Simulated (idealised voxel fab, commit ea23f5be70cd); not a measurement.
Name of the process module below: voxel wiring stack
Pictured: cross-section cut, 275 nm wide, on a grid of 5 nm square cells.
Cross-section format: a grid of square cells, given as bands from top to bottom; each band is one or more rows of cells. For a band, the entry starts with two heights in nm, that of the top and then that of the bottom, and carries on with the band's materials in order from left to right, each alongside its width in nm; the word "all across" beside a single material means it fills the band edge to edge, and "blank" means empty space. A quick word on heights: they are counted from 0, and under that level the wafer as it came to us is one material throughout. The lowest band is different from the rest in having no bottom; it simply continues downward, written as in "0..down". The notation "30->40" denotes a width that varies across the rows of cells in the band, beginning at the first number in the top row, finishing at the second number in the bottom row, and changing by an identical amount from each row to the next. Reading "no alteration" for a step: not a cell of the cross-section changed in it. "Entrapped voids": empty spaces of 8 cells or more with no open way to the top, each given as width x height at distance, distance from the left edge, all in nm. Note: text after step settings on the step line = simulator remark on that step. Regarding "overlay nm": on a step with a mask, it is the distance the mask lay to the right of its planned place; a negative value places it to the left.

Here's what the planned process steps look like
step 1: RECEIVE,material Si
step 2: CONFORMAL_DEP,material SiO2,thk nm 15
step 3: DIRECTIONAL_DEP,material TiN,thk nm 5
step 4: DIRECTIONAL_DEP,material Ru,thk nm 25
step 5: DIRECTIONAL_DEP,material aC,thk nm 15
step 6: PATTERN,tone cover,mask id METAL_1,material resist,width nm 20,pitch nm 40,thk nm 30,overlay nm 0
step 7: DIRECTIONAL_ETCH,etch materials aC,depth nm 15
step 8: STRIP,etch materials resist
step 9: DIRECTIONAL_ETCH,etch materials Ru,depth nm 25
step 10: DIRECTIONAL_ETCH,etch materials TiN,depth nm 5
step 11: STRIP,etch materials aC
step 12: FILL_DEP,material SiO2,thk nm 5
step 13: CMP,height nm 45
step 14: CONFORMAL_DEP,material SiCN,thk nm 5
step 15: DIRECTIONAL_DEP,material lowk,thk nm 30
step 16: PATTERN,tone open,mask id METAL_2_HOLES,material resist,width nm 15,pitch nm 80,thk nm 15,overlay nm 0
step 17: DIRECTIONAL_ETCH,etch materials lowk,depth nm 30
step 18: STRIP,etch materials resist
step 19: PATTERN,tone open,mask id METAL_2,material resist,width nm 20,pitch nm 40,thk nm 15,overlay nm 0
step 20: DIRECTIONAL_ETCH,etch materials lowk,depth nm 20
step 21: DIRECTIONAL_ETCH,etch materials SiCN,depth nm 5
step 22: STRIP,etch materials resist
step 23: CONFORMAL_DEP,material TiN,thk nm 5
step 24: FILL_DEP,material Ru,thk nm 5
step 25: CMP,height nm 80
step 26: CONFORMAL_DEP,material SiCN,thk nm 5
step 27: DIRECTIONAL_DEP,material SiO2,thk nm 35
step 28: DIRECTIONAL_DEP,material aC,thk nm 10
step 29: PATTERN,tone open,mask id METAL_3,material resist,width nm 20,pitch nm 40,thk nm 30,overlay nm 0
step 30: DIRECTIONAL_ETCH,etch materials aC,depth nm 10
step 31: STRIP,etch materials resist
step 32: DIRECTIONAL_ETCH,etch materials SiO2,depth nm 20
step 33: STRIP,etch materials aC
step 34: MASKED_ETCH,tone open,mask id METAL_3_HOLES,width nm 15,pitch nm 80,etch materials SiO2,depth nm 15,overlay nm 0
step 35: MASKED_ETCH,tone open,mask id METAL_3_HOLES,width nm 15,pitch nm 80,etch materials SiCN,depth nm 5,overlay nm 0
step 36: CONFORMAL_DEP,material TiN,thk nm 5
step 37: FILL_DEP,material Cu,thk nm 10
step 38: CMP,height nm 120
step 39: CONFORMAL_DEP,material SiN,thk nm 5

First wafer of two (run as planned)

The cross-section here shows the wafer as received, i.e. in its state after step 1
  0..down | Si all across
  Entrapped voids: none

Cross-sectional representation of the wafer at the conclusion of step 2
  15..0 | SiO2 all across
  Lower than 0, everything is as it was.

Cross-sectional representation of the wafer at the conclusion of step 3
  20..15 | TiN all across
  Lower than 15, everything is as it was.

Cross-sectional representation of the wafer at the conclusion of step 4
  45..20 | Ru all across
  Lower than 20, everything is as it was.

Cross-sectional representation of the wafer at the conclusion of step 5
  60..45 | aC all across
  Lower than 45, everything is as it was.

Cross-sectional representation of the wafer at the conclusion of step 6
  90..60 | 65 nm blank | 20 nm resist | 20 nm blank | 20 nm resist | 20 nm blank | 20 nm resist | 20 nm blank | 20 nm resist | 70 nm blank
  Lower than 60, everything is as it was.

Cross-sectional representation of the wafer at the conclusion of step 7
  75..60 | 65 nm blank | 20 nm resist | 20 nm blank | 20 nm resist | 20 nm blank | 20 nm resist | 20 nm blank | 20 nm resist | 70 nm blank
  60..45 | 65 nm blank | 20 nm aC | 20 nm blank | 20 nm aC | 20 nm blank | 20 nm aC | 20 nm blank | 20 nm aC | 70 nm blank
  Lower than 45, everything is as it was.

Cross-sectional representation of the wafer at the conclusion of step 8
  60..45 | 65 nm blank | 20 nm aC | 20 nm blank | 20 nm aC | 20 nm blank | 20 nm aC | 20 nm blank | 20 nm aC | 70 nm blank
  Lower than 45, everything is as it was.

Cross-sectional representation of the wafer at the conclusion of step 9
  60..45 | 65 nm blank | 20 nm aC | 20 nm blank | 20 nm aC | 20 nm blank | 20 nm aC | 20 nm blank | 20 nm aC | 70 nm blank
  45..20 | 65 nm blank | 20 nm Ru | 20 nm blank | 20 nm Ru | 20 nm blank | 20 nm Ru | 20 nm blank | 20 nm Ru | 70 nm blank
  Lower than 20, everything is as it was.

Cross-sectional representation of the wafer at the conclusion of step 10
  60..45 | 65 nm blank | 20 nm aC | 20 nm blank | 20 nm aC | 20 nm blank | 20 nm aC | 20 nm blank | 20 nm aC | 70 nm blank
  45..20 | 65 nm blank | 20 nm Ru | 20 nm blank | 20 nm Ru | 20 nm blank | 20 nm Ru | 20 nm blank | 20 nm Ru | 70 nm blank
  20..15 | 65 nm blank | 20 nm TiN | 20 nm blank | 20 nm TiN | 20 nm blank | 20 nm TiN | 20 nm blank | 20 nm TiN | 70 nm blank
  Lower than 15, everything is as it was.

Cross-sectional representation of the wafer at the conclusion of step 11
  45..20 | 65 nm blank | 20 nm Ru | 20 nm blank | 20 nm Ru | 20 nm blank | 20 nm Ru | 20 nm blank | 20 nm Ru | 70 nm blank
  Lower than 20, everything is as it was.

Cross-sectional representation of the wafer at the conclusion of step 12
  50..45 | SiO2 all across
  45..20 | 65 nm SiO2 | 20 nm Ru | 20 nm SiO2 | 20 nm Ru | 20 nm SiO2 | 20 nm Ru | 20 nm SiO2 | 20 nm Ru | 70 nm SiO2
  20..15 | 65 nm SiO2 | 20 nm TiN | 20 nm SiO2 | 20 nm TiN | 20 nm SiO2 | 20 nm TiN | 20 nm SiO2 | 20 nm TiN | 70 nm SiO2
  Lower than 15, everything is as it was.

Cross-sectional representation of the wafer at the conclusion of step 13
  45..20 | 65 nm SiO2 | 20 nm Ru | 20 nm SiO2 | 20 nm Ru | 20 nm SiO2 | 20 nm Ru | 20 nm SiO2 | 20 nm Ru | 70 nm SiO2
  Lower than 20, everything is as it was.

Cross-sectional representation of the wafer at the conclusion of step 14
  50..45 | SiCN all across
  Lower than 45, everything is as it was.

Cross-sectional representation of the wafer at the conclusion of step 15
  80..50 | lowk all across
  Lower than 50, everything is as it was.

Cross-sectional representation of the wafer at the conclusion of step 16
  95..80 | 65 nm resist | 15 nm blank | 65 nm resist | 15 nm blank | 115 nm resist
  Lower than 80, everything is as it was.

Cross-sectional representation of the wafer at the conclusion of step 17
  95..80 | 65 nm resist | 15 nm blank | 65 nm resist | 15 nm blank | 115 nm resist
  80..50 | 65 nm lowk | 15 nm blank | 65 nm lowk | 15 nm blank | 115 nm lowk
  Lower than 50, everything is as it was.

Cross-sectional representation of the wafer at the conclusion of step 18
  80..50 | 65 nm lowk | 15 nm blank | 65 nm lowk | 15 nm blank | 115 nm lowk
  Lower than 50, everything is as it was.

Cross-sectional representation of the wafer at the conclusion of step 19
  95..80 | 65 nm resist | 20 nm blank | 20 nm resist | 20 nm blank | 20 nm resist | 20 nm blank | 20 nm resist | 20 nm blank | 70 nm resist
  Lower than 80, everything is as it was.

Cross-sectional representation of the wafer at the conclusion of step 20
  95..80 | 65 nm resist | 20 nm blank | 20 nm resist | 20 nm blank | 20 nm resist | 20 nm blank | 20 nm resist | 20 nm blank | 70 nm resist
  80..60 | 65 nm lowk | 20 nm blank | 20 nm lowk | 20 nm blank | 20 nm lowk | 20 nm blank | 20 nm lowk | 20 nm blank | 70 nm lowk
  Lower than 60, everything is as it was.

Cross-sectional representation of the wafer at the conclusion of step 21
  95..80 | 65 nm resist | 20 nm blank | 20 nm resist | 20 nm blank | 20 nm resist | 20 nm blank | 20 nm resist | 20 nm blank | 70 nm resist
  80..60 | 65 nm lowk | 20 nm blank | 20 nm lowk | 20 nm blank | 20 nm lowk | 20 nm blank | 20 nm lowk | 20 nm blank | 70 nm lowk
  60..50 | 65 nm lowk | 15 nm blank | 65 nm lowk | 15 nm blank | 115 nm lowk
  50..45 | 65 nm SiCN | 15 nm blank | 65 nm SiCN | 15 nm blank | 115 nm SiCN
  Lower than 45, everything is as it was.

Cross-sectional representation of the wafer at the conclusion of step 22
  80..60 | 65 nm lowk | 20 nm blank | 20 nm lowk | 20 nm blank | 20 nm lowk | 20 nm blank | 20 nm lowk | 20 nm blank | 70 nm lowk
  Lower than 60, everything is as it was.

Cross-sectional representation of the wafer at the conclusion of step 23
  85..80 | 70 nm TiN | 10 nm blank | 30 nm TiN | 10 nm blank | 30 nm TiN | 10 nm blank | 30 nm TiN | 10 nm blank | 75 nm TiN
  80..65 | 65 nm lowk | 5 nm TiN | 10 nm blank | 5 nm TiN | 20 nm lowk | 5 nm TiN | 10 nm blank | 5 nm TiN | 20 nm lowk | 5 nm TiN | 10 nm blank | 5 nm TiN | 20 nm lowk | 5 nm TiN | 10 nm blank | 5 nm TiN | 70 nm lowk
  65..60 | 65 nm lowk | 5 nm TiN | 5 nm blank | 10 nm TiN | 20 nm lowk | 20 nm TiN | 20 nm lowk | 5 nm TiN | 5 nm blank | 10 nm TiN | 20 nm lowk | 20 nm TiN | 70 nm lowk
  60..50 | 65 nm lowk | 5 nm TiN | 5 nm blank | 5 nm TiN | 65 nm lowk | 5 nm TiN | 5 nm blank | 5 nm TiN | 115 nm lowk
  50..45 | 65 nm SiCN | 15 nm TiN | 65 nm SiCN | 15 nm TiN | 115 nm SiCN
  Lower than 45, everything is as it was.

Cross-sectional representation of the wafer at the conclusion of step 24
  90..85 | Ru all across
  85..80 | 70 nm TiN | 10 nm Ru | 30 nm TiN | 10 nm Ru | 30 nm TiN | 10 nm Ru | 30 nm TiN | 10 nm Ru | 75 nm TiN
  80..65 | 65 nm lowk | 5 nm TiN | 10 nm Ru | 5 nm TiN | 20 nm lowk | 5 nm TiN | 10 nm Ru | 5 nm TiN | 20 nm lowk | 5 nm TiN | 10 nm Ru | 5 nm TiN | 20 nm lowk | 5 nm TiN | 10 nm Ru | 5 nm TiN | 70 nm lowk
  65..60 | 65 nm lowk | 5 nm TiN | 5 nm Ru | 10 nm TiN | 20 nm lowk | 20 nm TiN | 20 nm lowk | 5 nm TiN | 5 nm Ru | 10 nm TiN | 20 nm lowk | 20 nm TiN | 70 nm lowk
  60..50 | 65 nm lowk | 5 nm TiN | 5 nm Ru | 5 nm TiN | 65 nm lowk | 5 nm TiN | 5 nm Ru | 5 nm TiN | 115 nm lowk
  Lower than 50, everything is as it was.

Cross-sectional representation of the wafer at the conclusion of step 25
  80..65 | 65 nm lowk | 5 nm TiN | 10 nm Ru | 5 nm TiN | 20 nm lowk | 5 nm TiN | 10 nm Ru | 5 nm TiN | 20 nm lowk | 5 nm TiN | 10 nm Ru | 5 nm TiN | 20 nm lowk | 5 nm TiN | 10 nm Ru | 5 nm TiN | 70 nm lowk
  Lower than 65, everything is as it was.

Cross-sectional representation of the wafer at the conclusion of step 26
  85..80 | SiCN all across
  Lower than 80, everything is as it was.

Cross-sectional representation of the wafer at the conclusion of step 27
  120..85 | SiO2 all across
  Lower than 85, everything is as it was.

Cross-sectional representation of the wafer at the conclusion of step 28
  130..120 | aC all across
  Lower than 120, everything is as it was.

Cross-sectional representation of the wafer at the conclusion of step 29
  160..130 | 65 nm resist | 20 nm blank | 20 nm resist | 20 nm blank | 20 nm resist | 20 nm blank | 20 nm resist | 20 nm blank | 70 nm resist
  Lower than 130, everything is as it was.

Cross-sectional representation of the wafer at the conclusion of step 30
  150..130 | 65 nm resist | 20 nm blank | 20 nm resist | 20 nm blank | 20 nm resist | 20 nm blank | 20 nm resist | 20 nm blank | 70 nm resist
  130..120 | 65 nm aC | 20 nm blank | 20 nm aC | 20 nm blank | 20 nm aC | 20 nm blank | 20 nm aC | 20 nm blank | 70 nm aC
  Lower than 120, everything is as it was.

Cross-sectional representation of the wafer at the conclusion of step 31
  130..120 | 65 nm aC | 20 nm blank | 20 nm aC | 20 nm blank | 20 nm aC | 20 nm blank | 20 nm aC | 20 nm blank | 70 nm aC
  Lower than 120, everything is as it was.

Cross-sectional representation of the wafer at the conclusion of step 32
  130..120 | 65 nm aC | 20 nm blank | 20 nm aC | 20 nm blank | 20 nm aC | 20 nm blank | 20 nm aC | 20 nm blank | 70 nm aC
  120..100 | 65 nm SiO2 | 20 nm blank | 20 nm SiO2 | 20 nm blank | 20 nm SiO2 | 20 nm blank | 20 nm SiO2 | 20 nm blank | 70 nm SiO2
  Lower than 100, everything is as it was.

Cross-sectional representation of the wafer at the conclusion of step 33
  120..100 | 65 nm SiO2 | 20 nm blank | 20 nm SiO2 | 20 nm blank | 20 nm SiO2 | 20 nm blank | 20 nm SiO2 | 20 nm blank | 70 nm SiO2
  Lower than 100, everything is as it was.

Cross-sectional representation of the wafer at the conclusion of step 34
  120..100 | 65 nm SiO2 | 20 nm blank | 20 nm SiO2 | 20 nm blank | 20 nm SiO2 | 20 nm blank | 20 nm SiO2 | 20 nm blank | 70 nm SiO2
  100..85 | 65 nm SiO2 | 15 nm blank | 65 nm SiO2 | 15 nm blank | 115 nm SiO2
  Lower than 85, everything is as it was.

Cross-sectional representation of the wafer at the conclusion of step 35
  120..100 | 65 nm SiO2 | 20 nm blank | 20 nm SiO2 | 20 nm blank | 20 nm SiO2 | 20 nm blank | 20 nm SiO2 | 20 nm blank | 70 nm SiO2
  100..85 | 65 nm SiO2 | 15 nm blank | 65 nm SiO2 | 15 nm blank | 115 nm SiO2
  85..80 | 65 nm SiCN | 15 nm blank | 65 nm SiCN | 15 nm blank | 115 nm SiCN
  Lower than 80, everything is as it was.

Cross-sectional representation of the wafer at the conclusion of step 36
  125..120 | 70 nm TiN | 10 nm blank | 30 nm TiN | 10 nm blank | 30 nm TiN | 10 nm blank | 30 nm TiN | 10 nm blank | 75 nm TiN
  120..105 | 65 nm SiO2 | 5 nm TiN | 10 nm blank | 5 nm TiN | 20 nm SiO2 | 5 nm TiN | 10 nm blank | 5 nm TiN | 20 nm SiO2 | 5 nm TiN | 10 nm blank | 5 nm TiN | 20 nm SiO2 | 5 nm TiN | 10 nm blank | 5 nm TiN | 70 nm SiO2
  105..100 | 65 nm SiO2 | 5 nm TiN | 5 nm blank | 10 nm TiN | 20 nm SiO2 | 20 nm TiN | 20 nm SiO2 | 5 nm TiN | 5 nm blank | 10 nm TiN | 20 nm SiO2 | 20 nm TiN | 70 nm SiO2
  100..85 | 65 nm SiO2 | 5 nm TiN | 5 nm blank | 5 nm TiN | 65 nm SiO2 | 5 nm TiN | 5 nm blank | 5 nm TiN | 115 nm SiO2
  85..80 | 65 nm SiCN | 15 nm TiN | 65 nm SiCN | 15 nm TiN | 115 nm SiCN
  Lower than 80, everything is as it was.

Cross-sectional representation of the wafer at the conclusion of step 37
  135..125 | Cu all across
  125..120 | 70 nm TiN | 10 nm Cu | 30 nm TiN | 10 nm Cu | 30 nm TiN | 10 nm Cu | 30 nm TiN | 10 nm Cu | 75 nm TiN
  120..105 | 65 nm SiO2 | 5 nm TiN | 10 nm Cu | 5 nm TiN | 20 nm SiO2 | 5 nm TiN | 10 nm Cu | 5 nm TiN | 20 nm SiO2 | 5 nm TiN | 10 nm Cu | 5 nm TiN | 20 nm SiO2 | 5 nm TiN | 10 nm Cu | 5 nm TiN | 70 nm SiO2
  105..100 | 65 nm SiO2 | 5 nm TiN | 5 nm Cu | 10 nm TiN | 20 nm SiO2 | 20 nm TiN | 20 nm SiO2 | 5 nm TiN | 5 nm Cu | 10 nm TiN | 20 nm SiO2 | 20 nm TiN | 70 nm SiO2
  100..85 | 65 nm SiO2 | 5 nm TiN | 5 nm Cu | 5 nm TiN | 65 nm SiO2 | 5 nm TiN | 5 nm Cu | 5 nm TiN | 115 nm SiO2
  Lower than 85, everything is as it was.

Cross-sectional representation of the wafer at the conclusion of step 38
  120..105 | 65 nm SiO2 | 5 nm TiN | 10 nm Cu | 5 nm TiN | 20 nm SiO2 | 5 nm TiN | 10 nm Cu | 5 nm TiN | 20 nm SiO2 | 5 nm TiN | 10 nm Cu | 5 nm TiN | 20 nm SiO2 | 5 nm TiN | 10 nm Cu | 5 nm TiN | 70 nm SiO2
  Lower than 105, everything is as it was.

Cross-sectional representation of the wafer at the conclusion of step 39
  125..120 | SiN all across
  Lower than 120, everything is as it was.

The Second Wafer: Common Origin and Plan, One Mistake in Execution, Identical to the First Through Step 33

Second wafer shown in cross-section at the time step 34 was slated to end
  120..105 | 60 nm SiO2 | 25 nm blank | 20 nm SiO2 | 20 nm blank | 15 nm SiO2 | 25 nm blank | 20 nm SiO2 | 20 nm blank | 70 nm SiO2
  105..100 | 65 nm SiO2 | 20 nm blank | 20 nm SiO2 | 20 nm blank | 20 nm SiO2 | 20 nm blank | 20 nm SiO2 | 20 nm blank | 70 nm SiO2
  100..85 | 65 nm SiO2 | 20 nm blank | 60 nm SiO2 | 20 nm blank | 110 nm SiO2
  Lower than 85, everything is as it was.

Second wafer shown in cross-section at the time step 35 was slated to end
  120..105 | 60 nm SiO2 | 25 nm blank | 20 nm SiO2 | 20 nm blank | 15 nm SiO2 | 25 nm blank | 20 nm SiO2 | 20 nm blank | 70 nm SiO2
  105..100 | 65 nm SiO2 | 20 nm blank | 20 nm SiO2 | 20 nm blank | 20 nm SiO2 | 20 nm blank | 20 nm SiO2 | 20 nm blank | 70 nm SiO2
  100..85 | 65 nm SiO2 | 20 nm blank | 60 nm SiO2 | 20 nm blank | 110 nm SiO2
  85..80 | 65 nm SiCN | 15 nm blank | 65 nm SiCN | 15 nm blank | 115 nm SiCN
  Lower than 80, everything is as it was.

Second wafer shown in cross-section at the time step 36 was slated to end
  125..120 | 65 nm TiN | 15 nm blank | 30 nm TiN | 10 nm blank | 25 nm TiN | 15 nm blank | 30 nm TiN | 10 nm blank | 75 nm TiN
  120..110 | 60 nm SiO2 | 5 nm TiN | 15 nm blank | 5 nm TiN | 20 nm SiO2 | 5 nm TiN | 10 nm blank | 5 nm TiN | 15 nm SiO2 | 5 nm TiN | 15 nm blank | 5 nm TiN | 20 nm SiO2 | 5 nm TiN | 10 nm blank | 5 nm TiN | 70 nm SiO2
  110..105 | 60 nm SiO2 | 10 nm TiN | 10 nm blank | 5 nm TiN | 20 nm SiO2 | 5 nm TiN | 10 nm blank | 5 nm TiN | 15 nm SiO2 | 10 nm TiN | 10 nm blank | 5 nm TiN | 20 nm SiO2 | 5 nm TiN | 10 nm blank | 5 nm TiN | 70 nm SiO2
  105..100 | 65 nm SiO2 | 5 nm TiN | 10 nm blank | 5 nm TiN | 20 nm SiO2 | 20 nm TiN | 20 nm SiO2 | 5 nm TiN | 10 nm blank | 5 nm TiN | 20 nm SiO2 | 20 nm TiN | 70 nm SiO2
  100..90 | 65 nm SiO2 | 5 nm TiN | 10 nm blank | 5 nm TiN | 60 nm SiO2 | 5 nm TiN | 10 nm blank | 5 nm TiN | 110 nm SiO2
  90..85 | 65 nm SiO2 | 5 nm TiN | 5 nm blank | 10 nm TiN | 60 nm SiO2 | 5 nm TiN | 5 nm blank | 10 nm TiN | 110 nm SiO2
  85..80 | 65 nm SiCN | 15 nm TiN | 65 nm SiCN | 15 nm TiN | 115 nm SiCN
  Lower than 80, everything is as it was.

Second wafer shown in cross-section at the time step 37 was slated to end
  135..125 | Cu all across
  125..120 | 65 nm TiN | 15 nm Cu | 30 nm TiN | 10 nm Cu | 25 nm TiN | 15 nm Cu | 30 nm TiN | 10 nm Cu | 75 nm TiN
  120..110 | 60 nm SiO2 | 5 nm TiN | 15 nm Cu | 5 nm TiN | 20 nm SiO2 | 5 nm TiN | 10 nm Cu | 5 nm TiN | 15 nm SiO2 | 5 nm TiN | 15 nm Cu | 5 nm TiN | 20 nm SiO2 | 5 nm TiN | 10 nm Cu | 5 nm TiN | 70 nm SiO2
  110..105 | 60 nm SiO2 | 10 nm TiN | 10 nm Cu | 5 nm TiN | 20 nm SiO2 | 5 nm TiN | 10 nm Cu | 5 nm TiN | 15 nm SiO2 | 10 nm TiN | 10 nm Cu | 5 nm TiN | 20 nm SiO2 | 5 nm TiN | 10 nm Cu | 5 nm TiN | 70 nm SiO2
  105..100 | 65 nm SiO2 | 5 nm TiN | 10 nm Cu | 5 nm TiN | 20 nm SiO2 | 20 nm TiN | 20 nm SiO2 | 5 nm TiN | 10 nm Cu | 5 nm TiN | 20 nm SiO2 | 20 nm TiN | 70 nm SiO2
  100..90 | 65 nm SiO2 | 5 nm TiN | 10 nm Cu | 5 nm TiN | 60 nm SiO2 | 5 nm TiN | 10 nm Cu | 5 nm TiN | 110 nm SiO2
  90..85 | 65 nm SiO2 | 5 nm TiN | 5 nm Cu | 10 nm TiN | 60 nm SiO2 | 5 nm TiN | 5 nm Cu | 10 nm TiN | 110 nm SiO2
  Lower than 85, everything is as it was.

Second wafer shown in cross-section at the time step 38 was slated to end
  120..110 | 60 nm SiO2 | 5 nm TiN | 15 nm Cu | 5 nm TiN | 20 nm SiO2 | 5 nm TiN | 10 nm Cu | 5 nm TiN | 15 nm SiO2 | 5 nm TiN | 15 nm Cu | 5 nm TiN | 20 nm SiO2 | 5 nm TiN | 10 nm Cu | 5 nm TiN | 70 nm SiO2
  Lower than 110, everything is as it was.

Second wafer shown in cross-section at the time step 39 was slated to end
  125..120 | SiN all across
  Lower than 120, everything is as it was.
So what did we get wrong on this run? off-plan run, step 34, actual operation and settings MASKED_ETCH,tone open,mask id METAL_3_HOLES,width nm 25,pitch nm 80,etch materials SiO2,depth nm 15,overlay nm 0
at the end the second wafer has, in cells: 10 more of Cu, 12 fewer of SiO2, 2 more of TiN
